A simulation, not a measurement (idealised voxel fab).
Herein follows the process module entitled voxel fin reveal.
The width of the displayed cross-section, cut, is 185 nm; its cells are square, with a size of 5 nm.
How to read a cross-section here: the picture is a grid of square cells, written as bands going from the top down, and any band can span one or more rows of cells. Read a band's entry like this: the first values are the height of its top and the height of its bottom in nm, and what follows is the sequence of materials from left to right, each with its width in nm. Note that "air" is empty space, and that a single material marked "all across" reaches across the band from edge to edge. Note: height 0 marks the level under which the wafer is uniformly one material as received. Lowest band unbounded below, written "top 0, no bottom". You'd read "30..40" like this: the band's top row of cells is as wide as the first number, its bottom row is as wide as the second, and going down, every row changes width by the same amount as the row before did. "nothing got changed" -> step changed no cross-section cell. "Tabulated closed voids": sealed empty spaces, 8 cells or more, no open way to top, listed width x height at distance, with distance from the left edge and width, height and distance in nm. If you see something after the settings on a step's line, that's the simulator's own remark about that step. overlay nm: mask right of planned place by this much (step with mask). Neg. = left.

Below is the list of planned process steps
1) RECEIVE, material Si
2) CONFORMAL_DEP, material SiN, thk nm 5
3) MASKED_ETCH, tone cover, mask id FINS, width nm 15, pitch nm 45, etch materials SiN, depth nm 5, overlay nm 0
4) MASKED_ETCH, tone cover, mask id FINS, width nm 15, pitch nm 45, etch materials Si, depth nm 40, overlay nm 0
5) OXIDIZE, depth nm 5
6) FILL_DEP, material SiO2, thk nm 5
7) CMP, height nm 5
8) SELECTIVE_ETCH, etch materials SiO2, depth nm 25
9) STRIP, etch materials SiN

Account of the first of two wafers, which was processed as intended

Cross-section, incoming material, after step 1
- top 0, no bottom | Si all across
- Tabulated closed voids: none

Once step 2 is through, the wafer looks like this in cross-section
- top 5, bottom 0 | SiN all across
- Nothing below the height 0 has changed.

Once step 3 is through, the wafer looks like this in cross-section
- top 5, bottom 0 | 15 nm air / 15 nm SiN / 30 nm air / 15 nm SiN / 30 nm air / 15 nm SiN / 30 nm air / 15 nm SiN / 20 nm air
- Nothing below the height 0 has changed.

Once step 4 is through, the wafer looks like this in cross-section
- top 5, bottom 0 | 15 nm air / 15 nm SiN / 30 nm air / 15 nm SiN / 30 nm air / 15 nm SiN / 30 nm air / 15 nm SiN / 20 nm air
- top 0, bottom -40 | 15 nm air / 15 nm Si / 30 nm air / 15 nm Si / 30 nm air / 15 nm Si / 30 nm air / 15 nm Si / 20 nm air
- Nothing below the height -40 has changed.

Once step 5 is through, the wafer looks like this in cross-section
- top 5, bottom 0 | 15 nm air / 15 nm SiN / 30 nm air / 15 nm SiN / 30 nm air / 15 nm SiN / 30 nm air / 15 nm SiN / 20 nm air
- top 0, bottom -40 | 15 nm air / 5 nm SiO2 / 5 nm Si / 5 nm SiO2 / 30 nm air / 5 nm SiO2 / 5 nm Si / 5 nm SiO2 / 30 nm air / 5 nm SiO2 / 5 nm Si / 5 nm SiO2 / 30 nm air / 5 nm SiO2 / 5 nm Si / 5 nm SiO2 / 20 nm air
- top -40, bottom -45 | 20 nm SiO2 / 5 nm Si / 40 nm SiO2 / 5 nm Si / 40 nm SiO2 / 5 nm Si / 40 nm SiO2 / 5 nm Si / 25 nm SiO2
- Nothing below the height -45 has changed.

Once step 6 is through, the wafer looks like this in cross-section
- top 10, bottom 5 | SiO2 all across
- top 5, bottom 0 | 15 nm SiO2 / 15 nm SiN / 30 nm SiO2 / 15 nm SiN / 30 nm SiO2 / 15 nm SiN / 30 nm SiO2 / 15 nm SiN / 20 nm SiO2
- top 0, bottom -45 | 20 nm SiO2 / 5 nm Si / 40 nm SiO2 / 5 nm Si / 40 nm SiO2 / 5 nm Si / 40 nm SiO2 / 5 nm Si / 25 nm SiO2
- Nothing below the height -45 has changed.

Once step 7 is through, the wafer looks like this in cross-section
- top 5, bottom 0 | 15 nm SiO2 / 15 nm SiN / 30 nm SiO2 / 15 nm SiN / 30 nm SiO2 / 15 nm SiN / 30 nm SiO2 / 15 nm SiN / 20 nm SiO2
- Nothing below the height 0 has changed.

Once step 8 is through, the wafer looks like this in cross-section
- top 5, bottom 0 | 15 nm air / 15 nm SiN / 30 nm air / 15 nm SiN / 30 nm air / 15 nm SiN / 30 nm air / 15 nm SiN / 20 nm air
- top 0, bottom -20 | 20 nm air / 5 nm Si / 40 nm air / 5 nm Si / 40 nm air / 5 nm Si / 40 nm air / 5 nm Si / 25 nm air
- Nothing below the height -20 has changed.

Once step 9 is through, the wafer looks like this in cross-section
- top 0, bottom -20 | 20 nm air / 5 nm Si / 40 nm air / 5 nm Si / 40 nm air / 5 nm Si / 40 nm air / 5 nm Si / 25 nm air
- Nothing below the height -20 has changed.

The Second Wafer: Common Origin and Plan, One Mistake in Execution, Identical to the First Through Step 7

The second wafer cut through, at the time step 8 was supposed to be finished
- top 5, bottom 0 | 15 nm air / 15 nm SiN / 30 nm air / 15 nm SiN / 30 nm air / 15 nm SiN / 30 nm air / 15 nm SiN / 20 nm air
- top 0, bottom -45 | 20 nm air / 5 nm Si / 40 nm air / 5 nm Si / 40 nm air / 5 nm Si / 40 nm air / 5 nm Si / 25 nm air
- Nothing below the height -45 has changed.

The second wafer cut through, at the time step 9 was supposed to be finished
- top 0, bottom -45 | 20 nm air / 5 nm Si / 40 nm air / 5 nm Si / 40 nm air / 5 nm Si / 40 nm air / 5 nm Si / 25 nm air
- Nothing below the height -45 has changed.
What broke from the plan during processing? heads up, step 8 of the plan got done twice
Materials where the second wafer ends with more or fewer cells than the first: SiO2: 165 fewer
